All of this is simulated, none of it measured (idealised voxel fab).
The following process module bears the name voxel self aligned contacts.
Xsec cut, 205 nm wide, square cell size 5 nm.
A cross-section in this document is a grid of square cells, and it is written down as bands, the top band listed before the ones below it; a band is made up of one or more rows of cells.
Heads up on the band format: heights come first, top then bottom, in nm. After that it's the materials left to right, each with its width in nm. A single material flagged "full width" fills the whole band edge to edge, and "empty" means there's empty space there.
The reference from which all heights are counted is 0, the level beneath which the as-received wafer is entirely one material; the lowest band, having no lower bound, proceeds downward and is written after the example "0 down".
Top row gets the first number, bottom row gets the second, and each row in between changes by the same step: that is how a band width like "30->40" works.
"no alterations made" (step): cross-section cells unchanged, all of them.
Closed empty spaces (no open way to the top) of 8 cells or more are what "Voids, fully enclosed" lists, each as width x height at distance from the left edge, nm for all three.
Anything after a step's settings on that line? It's the simulator's own note about the step.
overlay nm: where the mask lay relative to plan, measured to the right, on steps with a mask; negatives go left.
Planned process steps
1,RECEIVE, material Si
2,CONFORMAL_DEP, material SiO2, thk nm 5
3,DIRECTIONAL_DEP, material polySi, thk nm 20
4,DIRECTIONAL_DEP, material SiN, thk nm 20
5,MASKED_ETCH, tone cover, mask id GATE, width nm 35, pitch nm 70, etch materials SiN, depth nm 20, overlay nm 0
6,MASKED_ETCH, tone cover, mask id GATE, width nm 35, pitch nm 70, etch materials polySi, depth nm 20, overlay nm 0
7,CONFORMAL_DEP, material SiN, thk nm 10
8,DIRECTIONAL_ETCH, etch materials SiN, depth nm 10
9,FILL_DEP, material SiO2, thk nm 10
10,CMP, height nm 50
11,PATTERN, tone open, mask id CONTACT, material resist, width nm 45, pitch nm 70, thk nm 20, overlay nm 0
12,DIRECTIONAL_ETCH, etch materials SiO2, depth nm 50
13,STRIP, etch materials resist
14,CONFORMAL_DEP, material TiN, thk nm 5
15,FILL_DEP, material Ru, thk nm 10
16,CMP, height nm 50
17,CONFORMAL_DEP, material SiCN, thk nm 5
Shown in cross-section is the wafer as received, that is, as it stands after step 1
  0 down: Si full width
  Voids, fully enclosed: none
Cross-sectional view of the first of the two wafers upon completion of the module, processed in accordance with the plan
  55 to 50: SiCN full width
  50 to 45: SiO2=45 / TiN=20 / Ru=5 / TiN=20 / SiO2=25 / TiN=20 / Ru=5 / TiN=20 / SiO2=45
  45 to 25: SiO2=5 / SiN=55 / TiN=5 / Ru=5 / TiN=5 / SiN=55 / TiN=5 / Ru=5 / TiN=5 / SiN=55 / SiO2=5
  25 to 5: SiO2=5 / SiN=10 / polySi=35 / SiN=10 / TiN=5 / Ru=5 / TiN=5 / SiN=10 / polySi=35 / SiN=10 / TiN=5 / Ru=5 / TiN=5 / SiN=10 / polySi=35 / SiN=10 / SiO2=5
  5 to 0: SiO2=60 / TiN=15 / SiO2=55 / TiN=15 / SiO2=60
  0 down: Si full width
  Voids, fully enclosed: none
Cross-sectional view: second of two wafers, end of module; start and plan identical to the first, one mistake in running
  55 to 50: SiCN full width
  50 to 45: TiN=45 / SiO2=45 / TiN=25 / SiO2=45 / TiN=45
  45 to 25: TiN=5 / SiN=55 / SiO2=15 / SiN=55 / SiO2=15 / SiN=55 / TiN=5
  25 to 5: TiN=5 / SiN=10 / polySi=35 / SiN=10 / SiO2=15 / SiN=10 / polySi=35 / SiN=10 / SiO2=15 / SiN=10 / polySi=35 / SiN=10 / TiN=5
  5 to 0: TiN=5 / SiO2=195 / TiN=5
  0 down: Si full width
  Voids, fully enclosed: none
Nonconformance to the process plan: step 11 did not use the planned setting and instead ran as PATTERN, tone cover, mask id CONTACT, material resist, width nm 45, pitch nm 70, thk nm 20, overlay nm 0
End of process, cell counts, second wafer against first, materials with more or fewer: Ru: 18 fewer; SiO2: 31 more; TiN: 13 fewer
